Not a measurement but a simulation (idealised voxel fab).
You're looking at the process module voxel capacitor over wiring.
It is cross-section cut that appears here, measuring 140 nm in width, its square cells being 5 nm in size.
Cross-sections here: square-cell grids, written as top-down lists of bands, a band being one or more rows of cells. It is stipulated that each band's entry specify, in nanometres, the height of the top of the band and then that of its bottom, followed by the materials of the band in left-to-right sequence, each together with its width in nanometres. A single material marked by the word "throughout" is understood to fill the band from edge to edge; the word "empty" is understood to denote empty space. Heads up on the height convention: 0 is the point under which the incoming wafer is all one material, and the lowest band has no bottom, it just keeps going down, like "0..down". When a width is written as two numbers, as in "30..40", the first number is the width in the top row of cells of the band and the second is the width in its bottom row, and the width changes by the same amount from each row to the next. It should be understood that the words "same as before", when stated for a given step, signify that the cross-section underwent no change in any of its cells during that step. "Cavities, closed" contains a list of empty spaces, each no smaller than 8 cells and without an open way to the top, written in the form width x height at distance with the distance from the left edge and all three in nm. The remark found on a step's line after its settings is issued by the simulator itself and pertains to that step. A step's line can hold "overlay nm"; with a mask on that step, the setting says how far right of the planned place the mask lay, while a negative setting says it lay to the left.

This section lists the process steps that were planned:
1: RECEIVE with material Si
2: CONFORMAL_DEP with material SiO2, thk nm 10
3: CONFORMAL_DEP with material SiN, thk nm 5
4: DIRECTIONAL_DEP with material SiO2, thk nm 15
5: DIRECTIONAL_DEP with material aC, thk nm 10
6: PATTERN with tone open, mask id METAL_1, material resist, width nm 25, pitch nm 80, thk nm 25, overlay nm 0
7: DIRECTIONAL_ETCH with etch materials aC, depth nm 10
8: STRIP with etch materials resist
9: DIRECTIONAL_ETCH with etch materials SiO2, depth nm 15
10: DIRECTIONAL_ETCH with etch materials SiN, depth nm 5
11: STRIP with etch materials aC
12: CONFORMAL_DEP with material TiN, thk nm 5
13: FILL_DEP with material W, thk nm 10
14: CMP with height nm 30
15: EPI with material Ru, thk nm 5
16: FILL_DEP with material SiCN, thk nm 5
17: DIRECTIONAL_DEP with material SiO2, thk nm 20
18: DIRECTIONAL_DEP with material aC, thk nm 15
19: PATTERN with tone open, mask id PLUG_1, material resist, width nm 15, thk nm 30, overlay nm 0
20: DIRECTIONAL_ETCH with etch materials aC, depth nm 15
21: STRIP with etch materials resist
22: DIRECTIONAL_ETCH with etch materials SiO2, depth nm 20
23: DIRECTIONAL_ETCH with etch materials SiCN, depth nm 5
24: STRIP with etch materials aC
25: EPI with material Ru, thk nm 10
26: EPI with material Ru, thk nm 10
27: EPI with material Ru, thk nm 5
28: DIRECTIONAL_DEP with material TiN, thk nm 10
29: DIRECTIONAL_DEP with material SiN, thk nm 5
30: DIRECTIONAL_DEP with material TiN, thk nm 10
31: DIRECTIONAL_DEP with material aC, thk nm 15
32: PATTERN with tone cover, mask id UPPER_PLATE, material resist, width nm 60, thk nm 35, overlay nm 0
33: DIRECTIONAL_ETCH with etch materials aC, depth nm 15
34: STRIP with etch materials resist
35: DIRECTIONAL_ETCH with etch materials TiN, depth nm 10
36: DIRECTIONAL_ETCH with etch materials SiN, depth nm 5
37: STRIP with etch materials aC
38: DIRECTIONAL_DEP with material aC, thk nm 15
39: PATTERN with tone cover, mask id LOWER_PLATE, material resist, width nm 70, thk nm 30, overlay nm 0
40: DIRECTIONAL_ETCH with etch materials aC, depth nm 15
41: STRIP with etch materials resist
42: DIRECTIONAL_ETCH with etch materials TiN, depth nm 10
43: STRIP with etch materials aC
44: FILL_DEP with material SiO2, thk nm 15
45: CMP with height nm 95
46: DIRECTIONAL_DEP with material aC, thk nm 15
47: PATTERN with tone open, mask id PLUG_2, material resist, width nm 15, thk nm 35, overlay nm 0
48: DIRECTIONAL_ETCH with etch materials aC, depth nm 15
49: STRIP with etch materials resist
50: DIRECTIONAL_ETCH with etch materials SiO2, depth nm 10
51: STRIP with etch materials aC
52: CONFORMAL_DEP with material TiN, thk nm 5
53: FILL_DEP with material Cu, thk nm 5
54: CMP with height nm 95
55: CONFORMAL_DEP with material SiCN, thk nm 5

First wafer, two in total, run as planned:

Cross-section, incoming material, after step 1:
0..down | Si throughout
Cavities, closed: none

Wafer after step 2 (cross-section):
10..0 | SiO2 throughout
Everything under 0 stays put, no change at all.

Wafer after step 3 (cross-section):
15..10 | SiN throughout
Everything under 10 stays put, no change at all.

Wafer after step 4 (cross-section):
30..15 | SiO2 throughout
Everything under 15 stays put, no change at all.

Wafer after step 5 (cross-section):
40..30 | aC throughout
Everything under 30 stays put, no change at all.

Wafer after step 6 (cross-section):
65..40 | resist=15 / empty=25 / resist=55 / empty=25 / resist=20
Everything under 40 stays put, no change at all.

Wafer after step 7 (cross-section):
55..40 | resist=15 / empty=25 / resist=55 / empty=25 / resist=20
40..30 | aC=15 / empty=25 / aC=55 / empty=25 / aC=20
Everything under 30 stays put, no change at all.

Wafer after step 8 (cross-section):
40..30 | aC=15 / empty=25 / aC=55 / empty=25 / aC=20
Everything under 30 stays put, no change at all.

Wafer after step 9 (cross-section):
40..30 | aC=15 / empty=25 / aC=55 / empty=25 / aC=20
30..15 | SiO2=15 / empty=25 / SiO2=55 / empty=25 / SiO2=20
Everything under 15 stays put, no change at all.

Wafer after step 10 (cross-section):
40..30 | aC=15 / empty=25 / aC=55 / empty=25 / aC=20
30..15 | SiO2=15 / empty=25 / SiO2=55 / empty=25 / SiO2=20
15..10 | SiN=15 / empty=25 / SiN=55 / empty=25 / SiN=20
Everything under 10 stays put, no change at all.

Wafer after step 11 (cross-section):
30..15 | SiO2=15 / empty=25 / SiO2=55 / empty=25 / SiO2=20
Everything under 15 stays put, no change at all.

Wafer after step 12 (cross-section):
35..30 | TiN=20 / empty=15 / TiN=65 / empty=15 / TiN=25
30..15 | SiO2=15 / TiN=5 / empty=15 / TiN=5 / SiO2=55 / TiN=5 / empty=15 / TiN=5 / SiO2=20
15..10 | SiN=15 / TiN=25 / SiN=55 / TiN=25 / SiN=20
Everything under 10 stays put, no change at all.

Wafer after step 13 (cross-section):
45..35 | W throughout
35..30 | TiN=20 / W=15 / TiN=65 / W=15 / TiN=25
30..15 | SiO2=15 / TiN=5 / W=15 / TiN=5 / SiO2=55 / TiN=5 / W=15 / TiN=5 / SiO2=20
Everything under 15 stays put, no change at all.

Wafer after step 14 (cross-section):
30..15 | SiO2=15 / TiN=5 / W=15 / TiN=5 / SiO2=55 / TiN=5 / W=15 / TiN=5 / SiO2=20
Everything under 15 stays put, no change at all.

Wafer after step 15 (cross-section):
35..30 | empty=10 / Ru=35 / empty=45 / Ru=35 / empty=15
Everything under 30 stays put, no change at all.

Wafer after step 16 (cross-section):
40..35 | SiCN throughout
35..30 | SiCN=10 / Ru=35 / SiCN=45 / Ru=35 / SiCN=15
Everything under 30 stays put, no change at all.

Wafer after step 17 (cross-section):
60..40 | SiO2 throughout
Everything under 40 stays put, no change at all.

Wafer after step 18 (cross-section):
75..60 | aC throughout
Everything under 60 stays put, no change at all.

Wafer after step 19 (cross-section):
105..75 | resist=25 / empty=15 / resist=100
Everything under 75 stays put, no change at all.

Wafer after step 20 (cross-section):
90..75 | resist=25 / empty=15 / resist=100
75..60 | aC=25 / empty=15 / aC=100
Everything under 60 stays put, no change at all.

Wafer after step 21 (cross-section):
75..60 | aC=25 / empty=15 / aC=100
Everything under 60 stays put, no change at all.

Wafer after step 22 (cross-section):
75..60 | aC=25 / empty=15 / aC=100
60..40 | SiO2=25 / empty=15 / SiO2=100
Everything under 40 stays put, no change at all.

Wafer after step 23 (cross-section):
75..60 | aC=25 / empty=15 / aC=100
60..40 | SiO2=25 / empty=15 / SiO2=100
40..35 | SiCN=25 / empty=15 / SiCN=100
Everything under 35 stays put, no change at all.

Wafer after step 24 (cross-section):
60..40 | SiO2=25 / empty=15 / SiO2=100
Everything under 40 stays put, no change at all.

Wafer after step 25 (cross-section):
60..45 | SiO2=25 / empty=15 / SiO2=100
45..40 | SiO2=25 / Ru=15 / SiO2=100
40..35 | SiCN=25 / Ru=15 / SiCN=100
Everything under 35 stays put, no change at all.

Wafer after step 26 (cross-section):
60..55 | SiO2=25 / empty=15 / SiO2=100
55..40 | SiO2=25 / Ru=15 / SiO2=100
Everything under 40 stays put, no change at all.

Wafer after step 27 (cross-section):
60..40 | SiO2=25 / Ru=15 / SiO2=100
Everything under 40 stays put, no change at all.

Wafer after step 28 (cross-section):
70..60 | TiN throughout
Everything under 60 stays put, no change at all.

Wafer after step 29 (cross-section):
75..70 | SiN throughout
Everything under 70 stays put, no change at all.

Wafer after step 30 (cross-section):
85..75 | TiN throughout
Everything under 75 stays put, no change at all.

Wafer after step 31 (cross-section):
100..85 | aC throughout
Everything under 85 stays put, no change at all.

Wafer after step 32 (cross-section):
135..100 | empty=25 / resist=60 / empty=55
Everything under 100 stays put, no change at all.

Wafer after step 33 (cross-section):
120..100 | empty=25 / resist=60 / empty=55
100..85 | empty=25 / aC=60 / empty=55
Everything under 85 stays put, no change at all.

Wafer after step 34 (cross-section):
100..85 | empty=25 / aC=60 / empty=55
Everything under 85 stays put, no change at all.

Wafer after step 35 (cross-section):
100..85 | empty=25 / aC=60 / empty=55
85..75 | empty=25 / TiN=60 / empty=55
Everything under 75 stays put, no change at all.

Wafer after step 36 (cross-section):
100..85 | empty=25 / aC=60 / empty=55
85..75 | empty=25 / TiN=60 / empty=55
75..70 | empty=25 / SiN=60 / empty=55
Everything under 70 stays put, no change at all.

Wafer after step 37 (cross-section):
85..75 | empty=25 / TiN=60 / empty=55
Everything under 75 stays put, no change at all.

Wafer after step 38 (cross-section):
100..85 | empty=25 / aC=60 / empty=55
85..75 | aC=25 / TiN=60 / aC=55
75..70 | aC=25 / SiN=60 / aC=55
Everything under 70 stays put, no change at all.

Wafer after step 39 (cross-section):
130..100 | empty=20 / resist=70 / empty=50
100..85 | empty=20 / resist=5 / aC=60 / resist=5 / empty=50
Everything under 85 stays put, no change at all.

Wafer after step 40 (cross-section):
115..100 | empty=20 / resist=70 / empty=50
100..85 | empty=20 / resist=5 / aC=60 / resist=5 / empty=50
85..75 | empty=20 / aC=5 / TiN=60 / aC=5 / empty=50
75..70 | empty=20 / aC=5 / SiN=60 / aC=5 / empty=50
Everything under 70 stays put, no change at all.

Wafer after step 41 (cross-section):
100..85 | empty=25 / aC=60 / empty=55
Everything under 85 stays put, no change at all.

Wafer after step 42 (cross-section):
100..85 | empty=25 / aC=60 / empty=55
85..75 | empty=20 / aC=5 / TiN=60 / aC=5 / empty=50
75..70 | empty=20 / aC=5 / SiN=60 / aC=5 / empty=50
70..60 | empty=20 / TiN=70 / empty=50
Everything under 60 stays put, no change at all.

Wafer after step 43 (cross-section):
85..75 | empty=25 / TiN=60 / empty=55
75..70 | empty=25 / SiN=60 / empty=55
Everything under 70 stays put, no change at all.

Wafer after step 44 (cross-section):
100..85 | SiO2 throughout
85..75 | SiO2=25 / TiN=60 / SiO2=55
75..70 | SiO2=25 / SiN=60 / SiO2=55
70..60 | SiO2=20 / TiN=70 / SiO2=50
Everything under 60 stays put, no change at all.

Wafer after step 45 (cross-section):
95..85 | SiO2 throughout
Everything under 85 stays put, no change at all.

Wafer after step 46 (cross-section):
110..95 | aC throughout
Everything under 95 stays put, no change at all.

Wafer after step 47 (cross-section):
145..110 | resist=35 / empty=15 / resist=90
Everything under 110 stays put, no change at all.

Wafer after step 48 (cross-section):
130..110 | resist=35 / empty=15 / resist=90
110..95 | aC=35 / empty=15 / aC=90
Everything under 95 stays put, no change at all.

Wafer after step 49 (cross-section):
110..95 | aC=35 / empty=15 / aC=90
Everything under 95 stays put, no change at all.

Wafer after step 50 (cross-section):
110..95 | aC=35 / empty=15 / aC=90
95..85 | SiO2=35 / empty=15 / SiO2=90
Everything under 85 stays put, no change at all.

Wafer after step 51 (cross-section):
95..85 | SiO2=35 / empty=15 / SiO2=90
Everything under 85 stays put, no change at all.

Wafer after step 52 (cross-section):
100..95 | TiN=40 / empty=5 / TiN=95
95..90 | SiO2=35 / TiN=5 / empty=5 / TiN=5 / SiO2=90
90..85 | SiO2=35 / TiN=15 / SiO2=90
Everything under 85 stays put, no change at all.

Wafer after step 53 (cross-section):
105..100 | Cu throughout
100..95 | TiN=40 / Cu=5 / TiN=95
95..90 | SiO2=35 / TiN=5 / Cu=5 / TiN=5 / SiO2=90
Everything under 90 stays put, no change at all.

Wafer after step 54 (cross-section):
95..90 | SiO2=35 / TiN=5 / Cu=5 / TiN=5 / SiO2=90
Everything under 90 stays put, no change at all.

Wafer after step 55 (cross-section):
100..95 | SiCN throughout
Everything under 95 stays put, no change at all.

Second Wafer (Identical Start and Plan, One Processing Error; Matches First Wafer Through Step 27):

Planned end of step 28: second wafer, cross-section:
70..60 | Ru throughout
Everything under 60 stays put, no change at all.

Planned end of step 29: second wafer, cross-section:
75..70 | SiN throughout
Everything under 70 stays put, no change at all.

Planned end of step 30: second wafer, cross-section:
85..75 | TiN throughout
Everything under 75 stays put, no change at all.

Planned end of step 31: second wafer, cross-section:
100..85 | aC throughout
Everything under 85 stays put, no change at all.

Planned end of step 32: second wafer, cross-section:
135..100 | empty=25 / resist=60 / empty=55
Everything under 100 stays put, no change at all.

Planned end of step 33: second wafer, cross-section:
120..100 | empty=25 / resist=60 / empty=55
100..85 | empty=25 / aC=60 / empty=55
Everything under 85 stays put, no change at all.

Planned end of step 34: second wafer, cross-section:
100..85 | empty=25 / aC=60 / empty=55
Everything under 85 stays put, no change at all.

Planned end of step 35: second wafer, cross-section:
100..85 | empty=25 / aC=60 / empty=55
85..75 | empty=25 / TiN=60 / empty=55
Everything under 75 stays put, no change at all.

Planned end of step 36: second wafer, cross-section:
100..85 | empty=25 / aC=60 / empty=55
85..75 | empty=25 / TiN=60 / empty=55
75..70 | empty=25 / SiN=60 / empty=55
Everything under 70 stays put, no change at all.

Planned end of step 37: second wafer, cross-section:
85..75 | empty=25 / TiN=60 / empty=55
Everything under 75 stays put, no change at all.

Planned end of step 38: second wafer, cross-section:
100..85 | empty=25 / aC=60 / empty=55
85..75 | aC=25 / TiN=60 / aC=55
75..70 | aC=25 / SiN=60 / aC=55
Everything under 70 stays put, no change at all.

Planned end of step 39: second wafer, cross-section:
130..100 | empty=20 / resist=70 / empty=50
100..85 | empty=20 / resist=5 / aC=60 / resist=5 / empty=50
Everything under 85 stays put, no change at all.

Planned end of step 40: second wafer, cross-section:
115..100 | empty=20 / resist=70 / empty=50
100..85 | empty=20 / resist=5 / aC=60 / resist=5 / empty=50
85..75 | empty=20 / aC=5 / TiN=60 / aC=5 / empty=50
75..70 | empty=20 / aC=5 / SiN=60 / aC=5 / empty=50
Everything under 70 stays put, no change at all.

Planned end of step 41: second wafer, cross-section:
100..85 | empty=25 / aC=60 / empty=55
Everything under 85 stays put, no change at all.

Planned end of step 42: second wafer, cross-section: same as before

Planned end of step 43: second wafer, cross-section:
85..75 | empty=25 / TiN=60 / empty=55
75..70 | empty=25 / SiN=60 / empty=55
Everything under 70 stays put, no change at all.

Planned end of step 44: second wafer, cross-section:
100..85 | SiO2 throughout
85..75 | SiO2=25 / TiN=60 / SiO2=55
75..70 | SiO2=25 / SiN=60 / SiO2=55
Everything under 70 stays put, no change at all.

Planned end of step 45: second wafer, cross-section:
95..85 | SiO2 throughout
Everything under 85 stays put, no change at all.

Planned end of step 46: second wafer, cross-section:
110..95 | aC throughout
Everything under 95 stays put, no change at all.

Planned end of step 47: second wafer, cross-section:
145..110 | resist=35 / empty=15 / resist=90
Everything under 110 stays put, no change at all.

Planned end of step 48: second wafer, cross-section:
130..110 | resist=35 / empty=15 / resist=90
110..95 | aC=35 / empty=15 / aC=90
Everything under 95 stays put, no change at all.

Planned end of step 49: second wafer, cross-section:
110..95 | aC=35 / empty=15 / aC=90
Everything under 95 stays put, no change at all.

Planned end of step 50: second wafer, cross-section:
110..95 | aC=35 / empty=15 / aC=90
95..85 | SiO2=35 / empty=15 / SiO2=90
Everything under 85 stays put, no change at all.

Planned end of step 51: second wafer, cross-section:
95..85 | SiO2=35 / empty=15 / SiO2=90
Everything under 85 stays put, no change at all.

Planned end of step 52: second wafer, cross-section:
100..95 | TiN=40 / empty=5 / TiN=95
95..90 | SiO2=35 / TiN=5 / empty=5 / TiN=5 / SiO2=90
90..85 | SiO2=35 / TiN=15 / SiO2=90
Everything under 85 stays put, no change at all.

Planned end of step 53: second wafer, cross-section:
105..100 | Cu throughout
100..95 | TiN=40 / Cu=5 / TiN=95
95..90 | SiO2=35 / TiN=5 / Cu=5 / TiN=5 / SiO2=90
Everything under 90 stays put, no change at all.

Planned end of step 54: second wafer, cross-section:
95..90 | SiO2=35 / TiN=5 / Cu=5 / TiN=5 / SiO2=90
Everything under 90 stays put, no change at all.

Planned end of step 55: second wafer, cross-section:
100..95 | SiCN throughout
Everything under 95 stays put, no change at all.
Deviation from plan: step 28 went in with a setting other than planned; the actual run was DIRECTIONAL_DEP with material Ru, thk nm 10
Looking at both finished wafers in cells, the second ends up ahead of or behind the first on some materials: Ru +56; SiO2 -28; TiN -28
